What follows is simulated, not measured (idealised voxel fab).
process module | voxel trench capacitor
cross-section cut | 245 nm wide | cells 5 nm
A cross-section is a grid of square cells, given in bands from the top down. A band is one or more rows of cells.
Each band's line starts with the height of the band's top and of its bottom, in nm. Then come its materials from left to right, each with its width in nm. One material with "throughout" fills the band from edge to edge. "air" is empty space.
Height 0 is the level under which the wafer as received is all one material. The lowest band goes on downwards, as in "0 down".
A width such as "30 to 40" changes by the same amount from each row of cells to the next, from the band's top row to its bottom row.
"no change" after a step means that no cell of the cross-section changed.
closed voids: empty space of 8 cells or more with no open way to the top, each as width x height at its distance from the left edge, in nm
after a step's settings: what the simulator itself notes on the step
overlay nm, on a step with a mask: how far to the right of its planned place the mask lay; to the left if negative
plan
1 op RECEIVE | material Si
2 op CONFORMAL_DEP | material SiN | thk nm 10
3 op DIRECTIONAL_DEP | material aC | thk nm 15
4 op PATTERN | tone open | mask id TRENCH | material resist | width nm 20 | pitch nm 40 | thk nm 35 | overlay nm 0
5 op DIRECTIONAL_ETCH | etch materials aC | depth nm 15
6 op STRIP | etch materials resist
7 op DIRECTIONAL_ETCH | etch materials SiN | depth nm 10
8 op DIRECTIONAL_ETCH | etch materials Si | depth nm 30
9 op STRIP | etch materials aC
10 op CONFORMAL_DEP | material Al2O3 | thk nm 5
11 op FILL_DEP | material polySi | thk nm 10
12 op CMP | height nm 10
first wafer, as planned
as received, after step 1
  0 down: Si throughout
  closed voids: none
after step 2
  10 to 0: SiN throughout
  below 0: unchanged
after step 3
  25 to 10: aC throughout
  below 10: unchanged
after step 4
  60 to 25: resist 90 | air 20 | resist 20 | air 20 | resist 95
  below 25: unchanged
after step 5
  45 to 25: resist 90 | air 20 | resist 20 | air 20 | resist 95
  25 to 10: aC 90 | air 20 | aC 20 | air 20 | aC 95
  below 10: unchanged
after step 6
  25 to 10: aC 90 | air 20 | aC 20 | air 20 | aC 95
  below 10: unchanged
after step 7
  25 to 10: aC 90 | air 20 | aC 20 | air 20 | aC 95
  10 to 0: SiN 90 | air 20 | SiN 20 | air 20 | SiN 95
  below 0: unchanged
after step 8
  25 to 10: aC 90 | air 20 | aC 20 | air 20 | aC 95
  10 to 0: SiN 90 | air 20 | SiN 20 | air 20 | SiN 95
  0 to -30: Si 90 | air 20 | Si 20 | air 20 | Si 95
  below -30: unchanged
after step 9
  10 to 0: SiN 90 | air 20 | SiN 20 | air 20 | SiN 95
  below 0: unchanged
after step 10
  15 to 10: Al2O3 95 | air 10 | Al2O3 30 | air 10 | Al2O3 100
  10 to 0: SiN 90 | Al2O3 5 | air 10 | Al2O3 5 | SiN 20 | Al2O3 5 | air 10 | Al2O3 5 | SiN 95
  0 to -25: Si 90 | Al2O3 5 | air 10 | Al2O3 5 | Si 20 | Al2O3 5 | air 10 | Al2O3 5 | Si 95
  -25 to -30: Si 90 | Al2O3 20 | Si 20 | Al2O3 20 | Si 95
  below -30: unchanged
after step 11
  25 to 15: polySi throughout
  15 to 10: Al2O3 95 | polySi 10 | Al2O3 30 | polySi 10 | Al2O3 100
  10 to 0: SiN 90 | Al2O3 5 | polySi 10 | Al2O3 5 | SiN 20 | Al2O3 5 | polySi 10 | Al2O3 5 | SiN 95
  0 to -25: Si 90 | Al2O3 5 | polySi 10 | Al2O3 5 | Si 20 | Al2O3 5 | polySi 10 | Al2O3 5 | Si 95
  below -25: unchanged
after step 12
  10 to 0: SiN 90 | Al2O3 5 | polySi 10 | Al2O3 5 | SiN 20 | Al2O3 5 | polySi 10 | Al2O3 5 | SiN 95
  below 0: unchanged
second wafer: like start, like plan, one mistake. Through step 3 it matches the first wafer
when step 4 should have ended
  60 to 25: air 90 | resist 20 | air 20 | resist 20 | air 95
  below 25: unchanged
when step 5 should have ended
  45 to 25: air 90 | resist 20 | air 20 | resist 20 | air 95
  25 to 10: air 90 | aC 20 | air 20 | aC 20 | air 95
  below 10: unchanged
when step 6 should have ended
  25 to 10: air 90 | aC 20 | air 20 | aC 20 | air 95
  below 10: unchanged
when step 7 should have ended
  25 to 10: air 90 | aC 20 | air 20 | aC 20 | air 95
  10 to 0: air 90 | SiN 20 | air 20 | SiN 20 | air 95
  below 0: unchanged
when step 8 should have ended
  25 to 10: air 90 | aC 20 | air 20 | aC 20 | air 95
  10 to 0: air 90 | SiN 20 | air 20 | SiN 20 | air 95
  0 to -30: air 90 | Si 20 | air 20 | Si 20 | air 95
  below -30: unchanged
when step 9 should have ended
  10 to 0: air 90 | SiN 20 | air 20 | SiN 20 | air 95
  below 0: unchanged
when step 10 should have ended
  15 to 10: air 85 | Al2O3 30 | air 10 | Al2O3 30 | air 90
  10 to 0: air 85 | Al2O3 5 | SiN 20 | Al2O3 5 | air 10 | Al2O3 5 | SiN 20 | Al2O3 5 | air 90
  0 to -25: air 85 | Al2O3 5 | Si 20 | Al2O3 5 | air 10 | Al2O3 5 | Si 20 | Al2O3 5 | air 90
  -25 to -30: Al2O3 90 | Si 20 | Al2O3 20 | Si 20 | Al2O3 95
  below -30: unchanged
when step 11 should have ended
  25 to 15: polySi throughout
  15 to 10: polySi 85 | Al2O3 30 | polySi 10 | Al2O3 30 | polySi 90
  10 to 0: polySi 85 | Al2O3 5 | SiN 20 | Al2O3 5 | polySi 10 | Al2O3 5 | SiN 20 | Al2O3 5 | polySi 90
  0 to -25: polySi 85 | Al2O3 5 | Si 20 | Al2O3 5 | polySi 10 | Al2O3 5 | Si 20 | Al2O3 5 | polySi 90
  below -25: unchanged
when step 12 should have ended
  10 to 0: polySi 85 | Al2O3 5 | SiN 20 | Al2O3 5 | polySi 10 | Al2O3 5 | SiN 20 | Al2O3 5 | polySi 90
  below 0: unchanged
what went wrong: step 4 ran as: op PATTERN | tone cover | mask id TRENCH | material resist | width nm 20 | pitch nm 40 | thk nm 35 | overlay nm 0
at the end the second wafer has, in cells: 33 more of Al2O3 | 198 fewer of Si | 66 fewer of SiN | 231 more of polySi
